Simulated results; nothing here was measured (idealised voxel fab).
A process module follows: voxel tone inversion.
We display cut, a cross-section 235 nm in width whose square cells are each 5 nm.
Think of the cross-section as a grid of square cells. We describe it in bands, top to bottom, and each band covers one or more rows of those cells.
Basically the band line says how high the top is and how high the bottom is, in nm, and then what's in it from left to right, every material with its width in nm. Empty space shows up as "empty", and if a single material carries "edge to edge" it runs the full band edge to edge.
Heads up on the height convention: 0 is the point under which the incoming wafer is all one material, and the lowest band has no bottom, it just keeps going down, like "z 0 and below".
Quick explanation for "30 to 40": the width changes in equal steps down the rows of cells, from the first number in the band's top row to the second number in its bottom row.
Take "stayed the same" at face value: in the step it is given for, the cross-section changed in none of its cells.
Listed in "Enclosed void entries": every empty space of 8 or more cells without an open way to the top. Form: width x height at distance, the distance being from the left edge, all in nm.
What comes after the settings on a step's line is commentary from the simulator itself on that step.
overlay nm: right-of-plan distance of the mask on a masked step; negative values mean left-of-plan.

THE PROCESS STEPS THAT WERE PLANNED ARE LISTED BELOW
1. RECEIVE [material Si]
2. CONFORMAL_DEP [material SiCN] [thk nm 5]
3. DIRECTIONAL_DEP [material aC] [thk nm 25]
4. PATTERN [tone cover] [mask id POSTS] [material resist] [width nm 20] [pitch nm 45] [thk nm 35] [overlay nm 0]
5. DIRECTIONAL_ETCH [etch materials aC] [depth nm 25]
6. STRIP [etch materials resist]
7. FILL_DEP [material lowk] [thk nm 10]
8. CMP [height nm 30]
9. STRIP [etch materials aC]
10. CONFORMAL_DEP [material TiN] [thk nm 5]
11. FILL_DEP [material Ru] [thk nm 10]
12. CMP [height nm 30]
13. CONFORMAL_DEP [material SiCN] [thk nm 5]
Quick note for whoever runs this: the wafers start identical, but the depth nm at step 5 isn't the same across them. The plan just shows what the first wafer had.

AFTER STEP 1, AS RECEIVED: FIRST OF SEVERAL WAFERS, CROSS-SECTION
	z 0 and below | Si edge to edge
	Enclosed void entries: none

SO IN THIS TABLE EVERY WAFER GETS ITS OWN ROW, AND WHAT YOU SEE IS WHERE IT STANDS AT THE END OF THE MODULE: FOR EACH MATERIAL, HOW MANY CELLS IT PICKED UP (+) OR GAVE UP (-) SINCE WE RECEIVED IT, AND AFTER THAT ITS CLOSED VOIDS
depth nm 25, +24 Ru, +94 SiCN, +36 TiN, +175 lowk, Enclosed void entries: none
depth nm 30, +24 Ru, +94 SiCN, +36 TiN, +175 lowk, Enclosed void entries: none
depth nm 35, +24 Ru, +94 SiCN, +36 TiN, +175 lowk, Enclosed void entries: none
depth nm 40, +94 SiCN, +48 aC, +187 lowk, Enclosed void entries: none
